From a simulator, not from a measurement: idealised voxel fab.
process module | voxel wiring stack
cross-section cut | 220 nm wide | cells 5 nm
A cross-section is a grid of square cells, given in bands from the top down. A band is one or more rows of cells.
Each band's line starts with the height of the band's top and of its bottom, in nm. Then come its materials from left to right, each with its width in nm. One material with "throughout" fills the band from edge to edge. "air" is empty space.
Height 0 is the level under which the wafer as received is all one material. The lowest band goes on downwards, as in "0 down".
A width such as "30 to 40" changes by the same amount from each row of cells to the next, from the band's top row to its bottom row.
"no change" after a step means that no cell of the cross-section changed.
closed voids: empty space of 8 cells or more with no open way to the top, each as width x height at its distance from the left edge, in nm
after a step's settings: what the simulator itself notes on the step
overlay nm, on a step with a mask: how far to the right of its planned place the mask lay; to the left if negative
plan
1 op RECEIVE | material Si
2 op CONFORMAL_DEP | material SiO2 | thk nm 10
3 op CONFORMAL_DEP | material SiN | thk nm 5
4 op DIRECTIONAL_DEP | material lowk | thk nm 20
5 op MASKED_ETCH | tone open | mask id METAL_1 | width nm 30 | pitch nm 50 | etch materials lowk | depth nm 20 | overlay nm 0
6 op MASKED_ETCH | tone open | mask id METAL_1 | width nm 30 | pitch nm 50 | etch materials SiN | depth nm 5 | overlay nm 0
7 op CONFORMAL_DEP | material TiN | thk nm 5
8 op FILL_DEP | material Cu | thk nm 10
9 op CMP | height nm 35
10 op EPI | material Ru | thk nm 5
11 op FILL_DEP | material SiCN | thk nm 5
12 op DIRECTIONAL_DEP | material lowk | thk nm 20
13 op MASKED_ETCH | tone open | mask id PLUG_1 | width nm 15 | etch materials lowk | depth nm 20 | overlay nm 0
14 op MASKED_ETCH | tone open | mask id PLUG_1 | width nm 15 | etch materials SiCN | depth nm 5 | overlay nm 0
15 op EPI | material Ru | thk nm 10
16 op EPI | material Ru | thk nm 10
17 op EPI | material Ru | thk nm 5
18 op CONFORMAL_DEP | material SiN | thk nm 5
19 op DIRECTIONAL_DEP | material lowk | thk nm 25
20 op MASKED_ETCH | tone open | mask id METAL_2 | width nm 30 | pitch nm 50 | etch materials lowk | depth nm 25 | overlay nm 0
21 op MASKED_ETCH | tone open | mask id METAL_2 | width nm 30 | pitch nm 50 | etch materials SiN | depth nm 5 | overlay nm 0
22 op CONFORMAL_DEP | material TiN | thk nm 5
23 op FILL_DEP | material W | thk nm 10
24 op CMP | height nm 95
25 op CONFORMAL_DEP | material SiCN | thk nm 5
26 op DIRECTIONAL_DEP | material SiO2 | thk nm 15
27 op PATTERN | tone open | mask id PLUG_2 | material resist | width nm 15 | pitch nm 50 | thk nm 20 | overlay nm 0
28 op DIRECTIONAL_ETCH | etch materials SiO2 | depth nm 15
29 op DIRECTIONAL_ETCH | etch materials SiCN | depth nm 5
30 op STRIP | etch materials resist
31 op EPI | material Ru | thk nm 10
32 op EPI | material Ru | thk nm 10
33 op CONFORMAL_DEP | material SiCN | thk nm 5
34 op DIRECTIONAL_DEP | material SiO2 | thk nm 15
35 op MASKED_ETCH | tone open | mask id METAL_3 | width nm 30 | pitch nm 50 | etch materials SiO2 | depth nm 15 | overlay nm 0
36 op MASKED_ETCH | tone open | mask id METAL_3 | width nm 30 | pitch nm 50 | etch materials SiCN | depth nm 5 | overlay nm 0
37 op CONFORMAL_DEP | material TiN | thk nm 5
38 op FILL_DEP | material W | thk nm 5
39 op CMP | height nm 135
40 op EPI | material Ru | thk nm 5
41 op FILL_DEP | material SiCN | thk nm 5
42 op DIRECTIONAL_DEP | material SiO2 | thk nm 10
43 op MASKED_ETCH | tone open | mask id PLUG_3 | width nm 15 | pitch nm 50 | etch materials SiO2 | depth nm 10 | overlay nm 0
44 op MASKED_ETCH | tone open | mask id PLUG_3 | width nm 15 | pitch nm 50 | etch materials SiCN | depth nm 5 | overlay nm 0
45 op EPI | material Ru | thk nm 10
46 op EPI | material Ru | thk nm 5
47 op CONFORMAL_DEP | material SiCN | thk nm 5
48 op DIRECTIONAL_DEP | material lowk | thk nm 15
49 op MASKED_ETCH | tone open | mask id METAL_4 | width nm 30 | pitch nm 50 | etch materials lowk | depth nm 15 | overlay nm 0
50 op MASKED_ETCH | tone open | mask id METAL_4 | width nm 30 | pitch nm 50 | etch materials SiCN | depth nm 5 | overlay nm 0
51 op CONFORMAL_DEP | material TiN | thk nm 5
52 op FILL_DEP | material W | thk nm 10
53 op CMP | height nm 175
54 op CONFORMAL_DEP | material SiCN | thk nm 5
varied across the wafers: thk nm of step 18. The plan shows the first wafer's value. All wafers start alike
first wafer as received, after step 1
  0 down: Si throughout
  closed voids: none
each wafer at the end: cells of each material gained (+) or lost (-) since it was received, then its closed voids
thk nm 5 | +32 Cu | +89 Ru | +281 SiCN | +64 SiN | +374 SiO2 | +108 TiN | +88 W | +548 lowk | closed voids: none
thk nm 10 | +32 Cu | +89 Ru | +281 SiCN | +108 SiN | +374 SiO2 | +104 TiN | +80 W | +516 lowk | closed voids: none
thk nm 15 | +32 Cu | +89 Ru | +281 SiCN | +152 SiN | +374 SiO2 | +100 TiN | +72 W | +484 lowk | closed voids: none
thk nm 20 | +32 Cu | +89 Ru | +281 SiCN | +196 SiN | +374 SiO2 | +96 TiN | +64 W | +452 lowk | closed voids: none
